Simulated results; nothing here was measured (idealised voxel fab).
Process module under the name voxel transistor to metal
For reference, the cross-section in this document is cut, with width 200 nm and square cells of 5 nm.
For the purposes of this document, a cross-section shall be understood as a grid of square cells, specified as bands listed in top-to-bottom order, each band consisting of one or more rows of cells.
This entry defines a band. It first specifies the height of the band's top and the height of its bottom in nm, and then specifies the band's materials from left to right, stating each material with its width in nm. The word "all across" identifies a single material that fills the band from edge to edge, while the word "blank" identifies empty space.
For the purposes of this specification, 0 denotes the height below which the wafer in its as-received condition is composed wholly of one material, and the lowermost band, lacking a lower limit, extends downward without end, as expressed in "z 0 and below".
The two numbers in a width such as "30->40" mark its ends across the band: the first belongs to the top row of cells, the second to the bottom row, and from each row to the next the width moves by the same amount.
It should be understood that the words "remained unchanged", when stated for a given step, signify that the cross-section underwent no change in any of its cells during that step.
Voids lacking openings: empty space of 8 cells or more with no open way to the top, each as width x height at its distance from the left edge, in nm
Post-settings text on a step line: simulator's own remark regarding the step.
For masked steps, "overlay nm" on the step line gives how far right of plan the mask actually lay; a minus sign means it lay to the left.
The steps planned for the process are as follows:
1: RECEIVE with material Si
2: OXIDIZE with depth nm 5
3: CONFORMAL_DEP with material SiN, thk nm 15
4: PATTERN with tone cover, mask id ACTIVE, material resist, width nm 125, thk nm 15, overlay nm 0
5: DIRECTIONAL_ETCH with etch materials SiN, depth nm 15
6: DIRECTIONAL_ETCH with etch materials SiO2, depth nm 5
7: DIRECTIONAL_ETCH with etch materials Si, depth nm 25
8: STRIP with etch materials resist
9: OXIDIZE with depth nm 5
10: FILL_DEP with material SiO2, thk nm 10
11: CMP with height nm 15
12: SELECTIVE_ETCH with etch materials SiO2, depth nm 10
13: STRIP with etch materials SiN
14: SELECTIVE_ETCH with etch materials SiO2, depth nm 5
15: OXIDIZE with depth nm 5
16: DIRECTIONAL_DEP with material polySi, thk nm 20
17: DIRECTIONAL_DEP with material SiCN, thk nm 15
18: PATTERN with tone cover, mask id GATE, material resist, width nm 35, thk nm 15, overlay nm 0
19: DIRECTIONAL_ETCH with etch materials SiCN, depth nm 25
20: DIRECTIONAL_ETCH with etch materials polySi, depth nm 30
21: STRIP with etch materials resist
22: CONFORMAL_DEP with material SiN, thk nm 10
23: DIRECTIONAL_ETCH with etch materials SiN, depth nm 10
24: DIRECTIONAL_ETCH with etch materials SiO2, depth nm 5
25: DIRECTIONAL_ETCH with etch materials Si, depth nm 10
26: EPI with material SiGe, thk nm 10
27: FILL_DEP with material SiO2, thk nm 5
28: CMP with height nm 15
29: STRIP with etch materials polySi
30: SELECTIVE_ETCH with etch materials SiO2, depth nm 5
31: CONFORMAL_DEP with material HfO2, thk nm 5
32: CONFORMAL_DEP with material TiN, thk nm 5
33: FILL_DEP with material W, thk nm 10
34: CMP with height nm 10
35: DIRECTIONAL_DEP with material SiO2, thk nm 10
36: MASKED_ETCH with tone open, mask id CONTACT, width nm 15, pitch nm 90, etch materials SiO2, depth nm 30, overlay nm 0
37: CONFORMAL_DEP with material TiN, thk nm 5
38: FILL_DEP with material W, thk nm 10
39: CMP with height nm 20
40: CONFORMAL_DEP with material SiN, thk nm 5
41: DIRECTIONAL_DEP with material SiO2, thk nm 20
42: PATTERN with tone open, mask id METAL_1, material resist, width nm 15, pitch nm 90, thk nm 20, overlay nm 0
43: DIRECTIONAL_ETCH with etch materials SiO2, depth nm 20
44: DIRECTIONAL_ETCH with etch materials SiN, depth nm 5
45: STRIP with etch materials resist
46: CONFORMAL_DEP with material TiN, thk nm 5
47: FILL_DEP with material Cu, thk nm 5
48: CMP with height nm 45
49: CONFORMAL_DEP with material SiN, thk nm 5
The first wafer of two, processed as planned:
Incoming wafer, cross-sectional view, post step 1:
z 0 and below = Si all across
Voids lacking openings: none
Step 2 done - wafer cross-section:
z 0 to -5 = SiO2 all across
below -5: unchanged
Step 3 done - wafer cross-section:
z 15 to 0 = SiN all across
below 0: unchanged
Step 4 done - wafer cross-section:
z 30 to 15 = blank 35  resist 125  blank 40
below 15: unchanged
Step 5 done - wafer cross-section:
z 30 to 15 = blank 35  resist 125  blank 40
z 15 to 0 = blank 35  SiN 125  blank 40
below 0: unchanged
Step 6 done - wafer cross-section:
z 30 to 15 = blank 35  resist 125  blank 40
z 15 to 0 = blank 35  SiN 125  blank 40
z 0 to -5 = blank 35  SiO2 125  blank 40
below -5: unchanged
Step 7 done - wafer cross-section:
z 30 to 15 = blank 35  resist 125  blank 40
z 15 to 0 = blank 35  SiN 125  blank 40
z 0 to -5 = blank 35  SiO2 125  blank 40
z -5 to -30 = blank 35  Si 125  blank 40
below -30: unchanged
Step 8 done - wafer cross-section:
z 15 to 0 = blank 35  SiN 125  blank 40
below 0: unchanged
Step 9 done - wafer cross-section:
z 15 to 0 = blank 35  SiN 125  blank 40
z 0 to -5 = blank 35  SiO2 125  blank 40
z -5 to -30 = blank 35  SiO2 5  Si 115  SiO2 5  blank 40
z -30 to -35 = SiO2 40  Si 115  SiO2 45
below -35: unchanged
Step 10 done - wafer cross-section:
z 25 to 15 = SiO2 all across
z 15 to 0 = SiO2 35  SiN 125  SiO2 40
z 0 to -5 = SiO2 all across
z -5 to -35 = SiO2 40  Si 115  SiO2 45
below -35: unchanged
Step 11 done - wafer cross-section:
z 15 to 0 = SiO2 35  SiN 125  SiO2 40
below 0: unchanged
Step 12 done - wafer cross-section:
z 15 to 5 = blank 35  SiN 125  blank 40
below 5: unchanged
Step 13 done - wafer cross-section:
z 5 to 0 = SiO2 35  blank 125  SiO2 40
below 0: unchanged
Step 14 done - wafer cross-section:
z 0 to -5 = SiO2 30  blank 135  SiO2 35
below -5: unchanged
Step 15 done - wafer cross-section:
z 0 to -5 = SiO2 30  blank 135  SiO2 35
z -5 to -10 = SiO2 all across
below -10: unchanged
Step 16 done - wafer cross-section:
z 20 to 15 = polySi 30  blank 135  polySi 35
z 15 to 0 = polySi all across
z 0 to -5 = SiO2 30  polySi 135  SiO2 35
below -5: unchanged
Step 17 done - wafer cross-section:
z 35 to 30 = SiCN 30  blank 135  SiCN 35
z 30 to 20 = SiCN all across
z 20 to 15 = polySi 30  SiCN 135  polySi 35
below 15: unchanged
Step 18 done - wafer cross-section:
z 50 to 35 = blank 80  resist 35  blank 85
z 35 to 30 = SiCN 30  blank 50  resist 35  blank 50  SiCN 35
below 30: unchanged
Step 19 done - wafer cross-section:
z 50 to 30 = blank 80  resist 35  blank 85
z 30 to 20 = blank 80  SiCN 35  blank 85
z 20 to 15 = polySi 30  blank 50  SiCN 35  blank 50  polySi 35
below 15: unchanged
Step 20 done - wafer cross-section:
z 50 to 30 = blank 80  resist 35  blank 85
z 30 to 15 = blank 80  SiCN 35  blank 85
z 15 to 0 = blank 80  polySi 35  blank 85
z 0 to -5 = SiO2 30  blank 50  polySi 35  blank 50  SiO2 35
below -5: unchanged
Step 21 done - wafer cross-section:
z 30 to 15 = blank 80  SiCN 35  blank 85
below 15: unchanged
Step 22 done - wafer cross-section:
z 40 to 30 = blank 70  SiN 55  blank 75
z 30 to 15 = blank 70  SiN 10  SiCN 35  SiN 10  blank 75
z 15 to 10 = blank 70  SiN 10  polySi 35  SiN 10  blank 75
z 10 to 5 = SiN 40  blank 30  SiN 10  polySi 35  SiN 10  blank 30  SiN 45
z 5 to 0 = SiN 80  polySi 35  SiN 85
z 0 to -5 = SiO2 30  SiN 50  polySi 35  SiN 50  SiO2 35
below -5: unchanged
Step 23 done - wafer cross-section:
z 30 to 15 = blank 70  SiN 10  SiCN 35  SiN 10  blank 75
z 15 to 0 = blank 70  SiN 10  polySi 35  SiN 10  blank 75
z 0 to -5 = SiO2 30  SiN 10  blank 30  SiN 10  polySi 35  SiN 10  blank 30  SiN 10  SiO2 35
below -5: unchanged
Step 24 done - wafer cross-section:
z 30 to 15 = blank 70  SiN 10  SiCN 35  SiN 10  blank 75
z 15 to 0 = blank 70  SiN 10  polySi 35  SiN 10  blank 75
z 0 to -5 = blank 30  SiN 10  blank 30  SiN 10  polySi 35  SiN 10  blank 30  SiN 10  blank 35
z -5 to -10 = SiO2 40  blank 30  SiO2 55  blank 30  SiO2 45
below -10: unchanged
Step 25 done - wafer cross-section:
z 30 to 15 = blank 70  SiN 10  SiCN 35  SiN 10  blank 75
z 15 to 0 = blank 70  SiN 10  polySi 35  SiN 10  blank 75
z 0 to -5 = blank 30  SiN 10  blank 30  SiN 10  polySi 35  SiN 10  blank 30  SiN 10  blank 35
z -5 to -10 = SiO2 40  blank 30  SiO2 55  blank 30  SiO2 45
z -10 to -20 = SiO2 40  blank 30  Si 55  blank 30  SiO2 45
below -20: unchanged
Step 26 done - wafer cross-section:
z 30 to 15 = blank 70  SiN 10  SiCN 35  SiN 10  blank 75
z 15 to 0 = blank 70  SiN 10  polySi 35  SiN 10  blank 75
z 0 to -5 = blank 30  SiN 10  blank 20  SiGe 10  SiN 10  polySi 35  SiN 10  SiGe 10  blank 20  SiN 10  blank 35
z -5 to -10 = SiO2 40  blank 20  SiGe 10  SiO2 55  SiGe 10  blank 20  SiO2 45
z -10 to -20 = SiO2 40  SiGe 30  Si 55  SiGe 30  SiO2 45
below -20: unchanged
Step 27 done - wafer cross-section:
z 35 to 30 = SiO2 all across
z 30 to 15 = SiO2 70  SiN 10  SiCN 35  SiN 10  SiO2 75
z 15 to 0 = SiO2 70  SiN 10  polySi 35  SiN 10  SiO2 75
z 0 to -5 = SiO2 30  SiN 10  SiO2 20  SiGe 10  SiN 10  polySi 35  SiN 10  SiGe 10  SiO2 20  SiN 10  SiO2 35
z -5 to -10 = SiO2 60  SiGe 10  SiO2 55  SiGe 10  SiO2 65
below -10: unchanged
Step 28 done - wafer cross-section:
z 15 to 0 = SiO2 70  SiN 10  polySi 35  SiN 10  SiO2 75
below 0: unchanged
Step 29 done - wafer cross-section:
z 15 to 0 = SiO2 70  SiN 10  blank 35  SiN 10  SiO2 75
z 0 to -5 = SiO2 30  SiN 10  SiO2 20  SiGe 10  SiN 10  blank 35  SiN 10  SiGe 10  SiO2 20  SiN 10  SiO2 35
below -5: unchanged
Step 30 done - wafer cross-section:
z 15 to 10 = blank 70  SiN 10  blank 35  SiN 10  blank 75
z 10 to 0 = SiO2 70  SiN 10  blank 35  SiN 10  SiO2 75
z 0 to -5 = SiO2 30  SiN 10  SiO2 20  SiGe 10  SiN 10  blank 35  SiN 10  SiGe 10  SiO2 20  SiN 10  SiO2 35
z -5 to -10 = SiO2 60  SiGe 10  SiO2 5  blank 45  SiO2 5  SiGe 10  SiO2 65
below -10: unchanged
Step 31 done - wafer cross-section:
z 20 to 15 = blank 65  HfO2 20  blank 25  HfO2 20  blank 70
z 15 to 10 = HfO2 70  SiN 10  HfO2 5  blank 25  HfO2 5  SiN 10  HfO2 75
z 10 to 0 = SiO2 70  SiN 10  HfO2 5  blank 25  HfO2 5  SiN 10  SiO2 75
z 0 to -5 = SiO2 30  SiN 10  SiO2 20  SiGe 10  SiN 10  HfO2 5  blank 25  HfO2 5  SiN 10  SiGe 10  SiO2 20  SiN 10  SiO2 35
z -5 to -10 = SiO2 60  SiGe 10  SiO2 5  HfO2 45  SiO2 5  SiGe 10  SiO2 65
below -10: unchanged
Step 32 done - wafer cross-section:
z 25 to 20 = blank 60  TiN 30  blank 15  TiN 30  blank 65
z 20 to 15 = TiN 65  HfO2 20  TiN 5  blank 15  TiN 5  HfO2 20  TiN 70
z 15 to 10 = HfO2 70  SiN 10  HfO2 5  TiN 5  blank 15  TiN 5  HfO2 5  SiN 10  HfO2 75
z 10 to 0 = SiO2 70  SiN 10  HfO2 5  TiN 5  blank 15  TiN 5  HfO2 5  SiN 10  SiO2 75
z 0 to -5 = SiO2 30  SiN 10  SiO2 20  SiGe 10  SiN 10  HfO2 5  TiN 25  HfO2 5  SiN 10  SiGe 10  SiO2 20  SiN 10  SiO2 35
below -5: unchanged
Step 33 done - wafer cross-section:
z 35 to 25 = W all across
z 25 to 20 = W 60  TiN 30  W 15  TiN 30  W 65
z 20 to 15 = TiN 65  HfO2 20  TiN 5  W 15  TiN 5  HfO2 20  TiN 70
z 15 to 10 = HfO2 70  SiN 10  HfO2 5  TiN 5  W 15  TiN 5  HfO2 5  SiN 10  HfO2 75
z 10 to 0 = SiO2 70  SiN 10  HfO2 5  TiN 5  W 15  TiN 5  HfO2 5  SiN 10  SiO2 75
below 0: unchanged
Step 34 done - wafer cross-section:
z 10 to 0 = SiO2 70  SiN 10  HfO2 5  TiN 5  W 15  TiN 5  HfO2 5  SiN 10  SiO2 75
below 0: unchanged
Step 35 done - wafer cross-section:
z 20 to 10 = SiO2 all across
below 10: unchanged
Step 36 done - wafer cross-section:
z 20 to 10 = SiO2 45  blank 15  SiO2 75  blank 15  SiO2 50
z 10 to 0 = SiO2 45  blank 15  SiO2 10  SiN 10  HfO2 5  TiN 5  W 15  TiN 5  HfO2 5  SiN 10  SiO2 10  blank 15  SiO2 50
z 0 to -5 = SiO2 30  SiN 10  SiO2 5  blank 15  SiGe 10  SiN 10  HfO2 5  TiN 25  HfO2 5  SiN 10  SiGe 10  blank 15  SiO2 5  SiN 10  SiO2 35
z -5 to -10 = SiO2 45  blank 15  SiGe 10  SiO2 5  HfO2 45  SiO2 5  SiGe 10  blank 15  SiO2 50
below -10: unchanged
Step 37 done - wafer cross-section:
z 25 to 20 = TiN 50  blank 5  TiN 85  blank 5  TiN 55
z 20 to 10 = SiO2 45  TiN 5  blank 5  TiN 5  SiO2 75  TiN 5  blank 5  TiN 5  SiO2 50
z 10 to 0 = SiO2 45  TiN 5  blank 5  TiN 5  SiO2 10  SiN 10  HfO2 5  TiN 5  W 15  TiN 5  HfO2 5  SiN 10  SiO2 10  TiN 5  blank 5  TiN 5  SiO2 50
z 0 to -5 = SiO2 30  SiN 10  SiO2 5  TiN 5  blank 5  TiN 5  SiGe 10  SiN 10  HfO2 5  TiN 25  HfO2 5  SiN 10  SiGe 10  TiN 5  blank 5  TiN 5  SiO2 5  SiN 10  SiO2 35
z -5 to -10 = SiO2 45  TiN 15  SiGe 10  SiO2 5  HfO2 45  SiO2 5  SiGe 10  TiN 15  SiO2 50
below -10: unchanged
Step 38 done - wafer cross-section:
z 35 to 25 = W all across
z 25 to 20 = TiN 50  W 5  TiN 85  W 5  TiN 55
z 20 to 10 = SiO2 45  TiN 5  W 5  TiN 5  SiO2 75  TiN 5  W 5  TiN 5  SiO2 50
z 10 to 0 = SiO2 45  TiN 5  W 5  TiN 5  SiO2 10  SiN 10  HfO2 5  TiN 5  W 15  TiN 5  HfO2 5  SiN 10  SiO2 10  TiN 5  W 5  TiN 5  SiO2 50
z 0 to -5 = SiO2 30  SiN 10  SiO2 5  TiN 5  W 5  TiN 5  SiGe 10  SiN 10  HfO2 5  TiN 25  HfO2 5  SiN 10  SiGe 10  TiN 5  W 5  TiN 5  SiO2 5  SiN 10  SiO2 35
below -5: unchanged
Step 39 done - wafer cross-section:
z 20 to 10 = SiO2 45  TiN 5  W 5  TiN 5  SiO2 75  TiN 5  W 5  TiN 5  SiO2 50
below 10: unchanged
Step 40 done - wafer cross-section:
z 25 to 20 = SiN all across
below 20: unchanged
Step 41 done - wafer cross-section:
z 45 to 25 = SiO2 all across
below 25: unchanged
Step 42 done - wafer cross-section:
z 65 to 45 = resist 45  blank 15  resist 75  blank 15  resist 50
below 45: unchanged
Step 43 done - wafer cross-section:
z 65 to 45 = resist 45  blank 15  resist 75  blank 15  resist 50
z 45 to 25 = SiO2 45  blank 15  SiO2 75  blank 15  SiO2 50
below 25: unchanged
Step 44 done - wafer cross-section:
z 65 to 45 = resist 45  blank 15  resist 75  blank 15  resist 50
z 45 to 25 = SiO2 45  blank 15  SiO2 75  blank 15  SiO2 50
z 25 to 20 = SiN 45  blank 15  SiN 75  blank 15  SiN 50
below 20: unchanged
Step 45 done - wafer cross-section:
z 45 to 25 = SiO2 45  blank 15  SiO2 75  blank 15  SiO2 50
below 25: unchanged
Step 46 done - wafer cross-section:
z 50 to 45 = TiN 50  blank 5  TiN 85  blank 5  TiN 55
z 45 to 25 = SiO2 45  TiN 5  blank 5  TiN 5  SiO2 75  TiN 5  blank 5  TiN 5  SiO2 50
z 25 to 20 = SiN 45  TiN 15  SiN 75  TiN 15  SiN 50
below 20: unchanged
Step 47 done - wafer cross-section:
z 55 to 50 = Cu all across
z 50 to 45 = TiN 50  Cu 5  TiN 85  Cu 5  TiN 55
z 45 to 25 = SiO2 45  TiN 5  Cu 5  TiN 5  SiO2 75  TiN 5  Cu 5  TiN 5  SiO2 50
below 25: unchanged
Step 48 done - wafer cross-section:
z 45 to 25 = SiO2 45  TiN 5  Cu 5  TiN 5  SiO2 75  TiN 5  Cu 5  TiN 5  SiO2 50
below 25: unchanged
Step 49 done - wafer cross-section:
z 50 to 45 = SiN all across
below 45: unchanged
Wafer two of the pair: same origin, same plan, one error during the run; identical to wafer one up to and including step 17:
Second wafer cross-section, taken as of the time the plan sets for step 18 to be done:
z 50 to 35 = blank 75  resist 35  blank 90
z 35 to 30 = SiCN 30  blank 45  resist 35  blank 55  SiCN 35
below 30: unchanged
Second wafer cross-section, taken as of the time the plan sets for step 19 to be done:
z 50 to 30 = blank 75  resist 35  blank 90
z 30 to 20 = blank 75  SiCN 35  blank 90
z 20 to 15 = polySi 30  blank 45  SiCN 35  blank 55  polySi 35
below 15: unchanged
Second wafer cross-section, taken as of the time the plan sets for step 20 to be done:
z 50 to 30 = blank 75  resist 35  blank 90
z 30 to 15 = blank 75  SiCN 35  blank 90
z 15 to 0 = blank 75  polySi 35  blank 90
z 0 to -5 = SiO2 30  blank 45  polySi 35  blank 55  SiO2 35
below -5: unchanged
Second wafer cross-section, taken as of the time the plan sets for step 21 to be done:
z 30 to 15 = blank 75  SiCN 35  blank 90
below 15: unchanged
Second wafer cross-section, taken as of the time the plan sets for step 22 to be done:
z 40 to 30 = blank 65  SiN 55  blank 80
z 30 to 15 = blank 65  SiN 10  SiCN 35  SiN 10  blank 80
z 15 to 10 = blank 65  SiN 10  polySi 35  SiN 10  blank 80
z 10 to 5 = SiN 40  blank 25  SiN 10  polySi 35  SiN 10  blank 35  SiN 45
z 5 to 0 = SiN 75  polySi 35  SiN 90
z 0 to -5 = SiO2 30  SiN 45  polySi 35  SiN 55  SiO2 35
below -5: unchanged
Second wafer cross-section, taken as of the time the plan sets for step 23 to be done:
z 30 to 15 = blank 65  SiN 10  SiCN 35  SiN 10  blank 80
z 15 to 0 = blank 65  SiN 10  polySi 35  SiN 10  blank 80
z 0 to -5 = SiO2 30  SiN 10  blank 25  SiN 10  polySi 35  SiN 10  blank 35  SiN 10  SiO2 35
below -5: unchanged
Second wafer cross-section, taken as of the time the plan sets for step 24 to be done:
z 30 to 15 = blank 65  SiN 10  SiCN 35  SiN 10  blank 80
z 15 to 0 = blank 65  SiN 10  polySi 35  SiN 10  blank 80
z 0 to -5 = blank 30  SiN 10  blank 25  SiN 10  polySi 35  SiN 10  blank 35  SiN 10  blank 35
z -5 to -10 = SiO2 40  blank 25  SiO2 55  blank 35  SiO2 45
below -10: unchanged
Second wafer cross-section, taken as of the time the plan sets for step 25 to be done:
z 30 to 15 = blank 65  SiN 10  SiCN 35  SiN 10  blank 80
z 15 to 0 = blank 65  SiN 10  polySi 35  SiN 10  blank 80
z 0 to -5 = blank 30  SiN 10  blank 25  SiN 10  polySi 35  SiN 10  blank 35  SiN 10  blank 35
z -5 to -10 = SiO2 40  blank 25  SiO2 55  blank 35  SiO2 45
z -10 to -20 = SiO2 40  blank 25  Si 55  blank 35  SiO2 45
below -20: unchanged
Second wafer cross-section, taken as of the time the plan sets for step 26 to be done:
z 30 to 15 = blank 65  SiN 10  SiCN 35  SiN 10  blank 80
z 15 to 0 = blank 65  SiN 10  polySi 35  SiN 10  blank 80
z 0 to -5 = blank 30  SiN 10  blank 15  SiGe 10  SiN 10  polySi 35  SiN 10  SiGe 10  blank 25  SiN 10  blank 35
z -5 to -10 = SiO2 40  blank 15  SiGe 10  SiO2 55  SiGe 10  blank 25  SiO2 45
z -10 to -20 = SiO2 40  SiGe 25  Si 55  SiGe 35  SiO2 45
below -20: unchanged
Second wafer cross-section, taken as of the time the plan sets for step 27 to be done:
z 35 to 30 = SiO2 all across
z 30 to 15 = SiO2 65  SiN 10  SiCN 35  SiN 10  SiO2 80
z 15 to 0 = SiO2 65  SiN 10  polySi 35  SiN 10  SiO2 80
z 0 to -5 = SiO2 30  SiN 10  SiO2 15  SiGe 10  SiN 10  polySi 35  SiN 10  SiGe 10  SiO2 25  SiN 10  SiO2 35
z -5 to -10 = SiO2 55  SiGe 10  SiO2 55  SiGe 10  SiO2 70
below -10: unchanged
Second wafer cross-section, taken as of the time the plan sets for step 28 to be done:
z 15 to 0 = SiO2 65  SiN 10  polySi 35  SiN 10  SiO2 80
below 0: unchanged
Second wafer cross-section, taken as of the time the plan sets for step 29 to be done:
z 15 to 0 = SiO2 65  SiN 10  blank 35  SiN 10  SiO2 80
z 0 to -5 = SiO2 30  SiN 10  SiO2 15  SiGe 10  SiN 10  blank 35  SiN 10  SiGe 10  SiO2 25  SiN 10  SiO2 35
below -5: unchanged
Second wafer cross-section, taken as of the time the plan sets for step 30 to be done:
z 15 to 10 = blank 65  SiN 10  blank 35  SiN 10  blank 80
z 10 to 0 = SiO2 65  SiN 10  blank 35  SiN 10  SiO2 80
z 0 to -5 = SiO2 30  SiN 10  SiO2 15  SiGe 10  SiN 10  blank 35  SiN 10  SiGe 10  SiO2 25  SiN 10  SiO2 35
z -5 to -10 = SiO2 55  SiGe 10  SiO2 5  blank 45  SiO2 5  SiGe 10  SiO2 70
below -10: unchanged
Second wafer cross-section, taken as of the time the plan sets for step 31 to be done:
z 20 to 15 = blank 60  HfO2 20  blank 25  HfO2 20  blank 75
z 15 to 10 = HfO2 65  SiN 10  HfO2 5  blank 25  HfO2 5  SiN 10  HfO2 80
z 10 to 0 = SiO2 65  SiN 10  HfO2 5  blank 25  HfO2 5  SiN 10  SiO2 80
z 0 to -5 = SiO2 30  SiN 10  SiO2 15  SiGe 10  SiN 10  HfO2 5  blank 25  HfO2 5  SiN 10  SiGe 10  SiO2 25  SiN 10  SiO2 35
z -5 to -10 = SiO2 55  SiGe 10  SiO2 5  HfO2 45  SiO2 5  SiGe 10  SiO2 70
below -10: unchanged
Second wafer cross-section, taken as of the time the plan sets for step 32 to be done:
z 25 to 20 = blank 55  TiN 30  blank 15  TiN 30  blank 70
z 20 to 15 = TiN 60  HfO2 20  TiN 5  blank 15  TiN 5  HfO2 20  TiN 75
z 15 to 10 = HfO2 65  SiN 10  HfO2 5  TiN 5  blank 15  TiN 5  HfO2 5  SiN 10  HfO2 80
z 10 to 0 = SiO2 65  SiN 10  HfO2 5  TiN 5  blank 15  TiN 5  HfO2 5  SiN 10  SiO2 80
z 0 to -5 = SiO2 30  SiN 10  SiO2 15  SiGe 10  SiN 10  HfO2 5  TiN 25  HfO2 5  SiN 10  SiGe 10  SiO2 25  SiN 10  SiO2 35
below -5: unchanged
Second wafer cross-section, taken as of the time the plan sets for step 33 to be done:
z 35 to 25 = W all across
z 25 to 20 = W 55  TiN 30  W 15  TiN 30  W 70
z 20 to 15 = TiN 60  HfO2 20  TiN 5  W 15  TiN 5  HfO2 20  TiN 75
z 15 to 10 = HfO2 65  SiN 10  HfO2 5  TiN 5  W 15  TiN 5  HfO2 5  SiN 10  HfO2 80
z 10 to 0 = SiO2 65  SiN 10  HfO2 5  TiN 5  W 15  TiN 5  HfO2 5  SiN 10  SiO2 80
below 0: unchanged
Second wafer cross-section, taken as of the time the plan sets for step 34 to be done:
z 10 to 0 = SiO2 65  SiN 10  HfO2 5  TiN 5  W 15  TiN 5  HfO2 5  SiN 10  SiO2 80
below 0: unchanged
Second wafer cross-section, taken as of the time the plan sets for step 35 to be done:
z 20 to 10 = SiO2 all across
below 10: unchanged
Second wafer cross-section, taken as of the time the plan sets for step 36 to be done:
z 20 to 10 = SiO2 45  blank 15  SiO2 75  blank 15  SiO2 50
z 10 to 0 = SiO2 45  blank 15  SiO2 5  SiN 10  HfO2 5  TiN 5  W 15  TiN 5  HfO2 5  SiN 10  SiO2 15  blank 15  SiO2 50
z 0 to -5 = SiO2 30  SiN 10  SiO2 5  blank 10  SiGe 10  SiN 10  HfO2 5  TiN 25  HfO2 5  SiN 10  SiGe 10  SiO2 5  blank 15  SiO2 5  SiN 10  SiO2 35
z -5 to -10 = SiO2 45  blank 10  SiGe 10  SiO2 5  HfO2 45  SiO2 5  SiGe 10  SiO2 5  blank 15  SiO2 50
below -10: unchanged
Second wafer cross-section, taken as of the time the plan sets for step 37 to be done:
z 25 to 20 = TiN 50  blank 5  TiN 85  blank 5  TiN 55
z 20 to 10 = SiO2 45  TiN 5  blank 5  TiN 5  SiO2 75  TiN 5  blank 5  TiN 5  SiO2 50
z 10 to 5 = SiO2 45  TiN 5  blank 5  TiN 5  SiO2 5  SiN 10  HfO2 5  TiN 5  W 15  TiN 5  HfO2 5  SiN 10  SiO2 15  TiN 5  blank 5  TiN 5  SiO2 50
z 5 to 0 = SiO2 45  TiN 15  SiO2 5  SiN 10  HfO2 5  TiN 5  W 15  TiN 5  HfO2 5  SiN 10  SiO2 15  TiN 5  blank 5  TiN 5  SiO2 50
z 0 to -5 = SiO2 30  SiN 10  SiO2 5  TiN 10  SiGe 10  SiN 10  HfO2 5  TiN 25  HfO2 5  SiN 10  SiGe 10  SiO2 5  TiN 5  blank 5  TiN 5  SiO2 5  SiN 10  SiO2 35
z -5 to -10 = SiO2 45  TiN 10  SiGe 10  SiO2 5  HfO2 45  SiO2 5  SiGe 10  SiO2 5  TiN 15  SiO2 50
below -10: unchanged
Second wafer cross-section, taken as of the time the plan sets for step 38 to be done:
z 35 to 25 = W all across
z 25 to 20 = TiN 50  W 5  TiN 85  W 5  TiN 55
z 20 to 10 = SiO2 45  TiN 5  W 5  TiN 5  SiO2 75  TiN 5  W 5  TiN 5  SiO2 50
z 10 to 5 = SiO2 45  TiN 5  W 5  TiN 5  SiO2 5  SiN 10  HfO2 5  TiN 5  W 15  TiN 5  HfO2 5  SiN 10  SiO2 15  TiN 5  W 5  TiN 5  SiO2 50
z 5 to 0 = SiO2 45  TiN 15  SiO2 5  SiN 10  HfO2 5  TiN 5  W 15  TiN 5  HfO2 5  SiN 10  SiO2 15  TiN 5  W 5  TiN 5  SiO2 50
z 0 to -5 = SiO2 30  SiN 10  SiO2 5  TiN 10  SiGe 10  SiN 10  HfO2 5  TiN 25  HfO2 5  SiN 10  SiGe 10  SiO2 5  TiN 5  W 5  TiN 5  SiO2 5  SiN 10  SiO2 35
below -5: unchanged
Second wafer cross-section, taken as of the time the plan sets for step 39 to be done:
z 20 to 10 = SiO2 45  TiN 5  W 5  TiN 5  SiO2 75  TiN 5  W 5  TiN 5  SiO2 50
below 10: unchanged
Second wafer cross-section, taken as of the time the plan sets for step 40 to be done:
z 25 to 20 = SiN all across
below 20: unchanged
Second wafer cross-section, taken as of the time the plan sets for step 41 to be done:
z 45 to 25 = SiO2 all across
below 25: unchanged
Second wafer cross-section, taken as of the time the plan sets for step 42 to be done:
z 65 to 45 = resist 45  blank 15  resist 75  blank 15  resist 50
below 45: unchanged
Second wafer cross-section, taken as of the time the plan sets for step 43 to be done:
z 65 to 45 = resist 45  blank 15  resist 75  blank 15  resist 50
z 45 to 25 = SiO2 45  blank 15  SiO2 75  blank 15  SiO2 50
below 25: unchanged
Second wafer cross-section, taken as of the time the plan sets for step 44 to be done:
z 65 to 45 = resist 45  blank 15  resist 75  blank 15  resist 50
z 45 to 25 = SiO2 45  blank 15  SiO2 75  blank 15  SiO2 50
z 25 to 20 = SiN 45  blank 15  SiN 75  blank 15  SiN 50
below 20: unchanged
Second wafer cross-section, taken as of the time the plan sets for step 45 to be done:
z 45 to 25 = SiO2 45  blank 15  SiO2 75  blank 15  SiO2 50
below 25: unchanged
Second wafer cross-section, taken as of the time the plan sets for step 46 to be done:
z 50 to 45 = TiN 50  blank 5  TiN 85  blank 5  TiN 55
z 45 to 25 = SiO2 45  TiN 5  blank 5  TiN 5  SiO2 75  TiN 5  blank 5  TiN 5  SiO2 50
z 25 to 20 = SiN 45  TiN 15  SiN 75  TiN 15  SiN 50
below 20: unchanged
Second wafer cross-section, taken as of the time the plan sets for step 47 to be done:
z 55 to 50 = Cu all across
z 50 to 45 = TiN 50  Cu 5  TiN 85  Cu 5  TiN 55
z 45 to 25 = SiO2 45  TiN 5  Cu 5  TiN 5  SiO2 75  TiN 5  Cu 5  TiN 5  SiO2 50
below 25: unchanged
Second wafer cross-section, taken as of the time the plan sets for step 48 to be done:
z 45 to 25 = SiO2 45  TiN 5  Cu 5  TiN 5  SiO2 75  TiN 5  Cu 5  TiN 5  SiO2 50
below 25: unchanged
Second wafer cross-section, taken as of the time the plan sets for step 49 to be done:
z 50 to 45 = SiN all across
below 45: unchanged
Deviation noted in wafer processing: step 18: run off-plan, actual operation and settings PATTERN with tone cover, mask id GATE, material resist, width nm 35, thk nm 15, overlay nm -5
Bottom line after processing is that, in cells, the second wafer is up or down on some materials versus the first: 2 more of SiO2, 2 fewer of W
